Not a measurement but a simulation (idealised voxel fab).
process module | voxel self aligned vias
cross-section cut | 265 nm wide | cells 5 nm
A cross-section is a grid of square cells, given in bands from the top down. A band is one or more rows of cells.
Each band's line starts with the height of the band's top and of its bottom, in nm. Then come its materials from left to right, each with its width in nm. One material with "throughout" fills the band from edge to edge. "air" is empty space.
Height 0 is the level under which the wafer as received is all one material. The lowest band goes on downwards, as in "0 down".
A width such as "30 to 40" changes by the same amount from each row of cells to the next, from the band's top row to its bottom row.
"no change" after a step means that no cell of the cross-section changed.
closed voids: empty space of 8 cells or more with no open way to the top, each as width x height at its distance from the left edge, in nm
after a step's settings: what the simulator itself notes on the step
overlay nm, on a step with a mask: how far to the right of its planned place the mask lay; to the left if negative
plan
1 op RECEIVE | material Si
2 op CONFORMAL_DEP | material SiO2 | thk nm 15
3 op CONFORMAL_DEP | material SiCN | thk nm 5
4 op DIRECTIONAL_DEP | material SiO2 | thk nm 30
5 op MASKED_ETCH | tone open | mask id LINES | width nm 25 | pitch nm 70 | etch materials SiO2 | depth nm 30 | overlay nm 0
6 op CONFORMAL_DEP | material TiN | thk nm 5
7 op FILL_DEP | material W | thk nm 10
8 op CMP | height nm 50
9 op SELECTIVE_ETCH | etch materials W Ru TiN | depth nm 10
10 op FILL_DEP | material SiN | thk nm 10
11 op CMP | height nm 50
12 op DIRECTIONAL_DEP | material SiO2 | thk nm 15
13 op DIRECTIONAL_DEP | material aC | thk nm 10
14 op PATTERN | tone open | mask id VIAS | material resist | width nm 45 | pitch nm 70 | thk nm 25 | overlay nm 0
15 op DIRECTIONAL_ETCH | etch materials aC | depth nm 10
16 op STRIP | etch materials resist
17 op DIRECTIONAL_ETCH | etch materials SiO2 | depth nm 15
18 op DIRECTIONAL_ETCH | etch materials SiN | depth nm 10
19 op STRIP | etch materials aC
20 op CONFORMAL_DEP | material TiN | thk nm 5
21 op FILL_DEP | material W | thk nm 10
22 op CMP | height nm 65
23 op CONFORMAL_DEP | material SiCN | thk nm 5
as received, after step 1
  0 down: Si throughout
  closed voids: none
first wafer at the end, as planned
  70 to 65: SiCN throughout
  65 to 55: SiO2 40 | TiN 5 | W 35 | TiN 5 | SiO2 25 | TiN 5 | W 35 | TiN 5 | SiO2 25 | TiN 5 | W 35 | TiN 5 | SiO2 40
  55 to 45: SiO2 40 to 50 | TiN 15 to 5 | W 15 | TiN 15 to 5 | SiO2 25 to 45 | TiN 15 to 5 | W 15 | TiN 15 to 5 | SiO2 25 to 45 | TiN 15 to 5 | W 15 | TiN 15 to 5 | SiO2 40 to 50
  45 to 40: SiO2 50 | TiN 25 | SiO2 45 | TiN 25 | SiO2 45 | TiN 25 | SiO2 50
  40 to 25: SiO2 50 | TiN 5 | W 15 | TiN 5 | SiO2 45 | TiN 5 | W 15 | TiN 5 | SiO2 45 | TiN 5 | W 15 | TiN 5 | SiO2 50
  25 to 20: SiO2 50 | TiN 25 | SiO2 45 | TiN 25 | SiO2 45 | TiN 25 | SiO2 50
  20 to 15: SiCN throughout
  15 to 0: SiO2 throughout
  0 down: Si throughout
  closed voids: none
second wafer at the end: like start, like plan, one mistake
  70 to 65: SiCN throughout
  65 to 50: SiO2 40 | TiN 5 | W 35 | TiN 5 | SiO2 25 | TiN 5 | W 35 | TiN 5 | SiO2 25 | TiN 5 | W 35 | TiN 5 | SiO2 40
  50 to 45: SiN 40 | TiN 5 | W 35 | TiN 5 | SiN 25 | TiN 5 | W 35 | TiN 5 | SiN 25 | TiN 5 | W 35 | TiN 5 | SiN 40
  45 to 40: SiN 40 | TiN 45 | SiN 25 | TiN 45 | SiN 25 | TiN 45 | SiN 40
  40 to 20: W throughout
  20 to 15: SiCN throughout
  15 to 0: SiO2 throughout
  0 down: Si throughout
  closed voids: none
what went wrong: step 4 ran as: op DIRECTIONAL_DEP | material W | thk nm 30
at the end the second wafer has, in cells: 52 more of SiN | 228 fewer of SiO2 | 33 fewer of TiN | 209 more of W
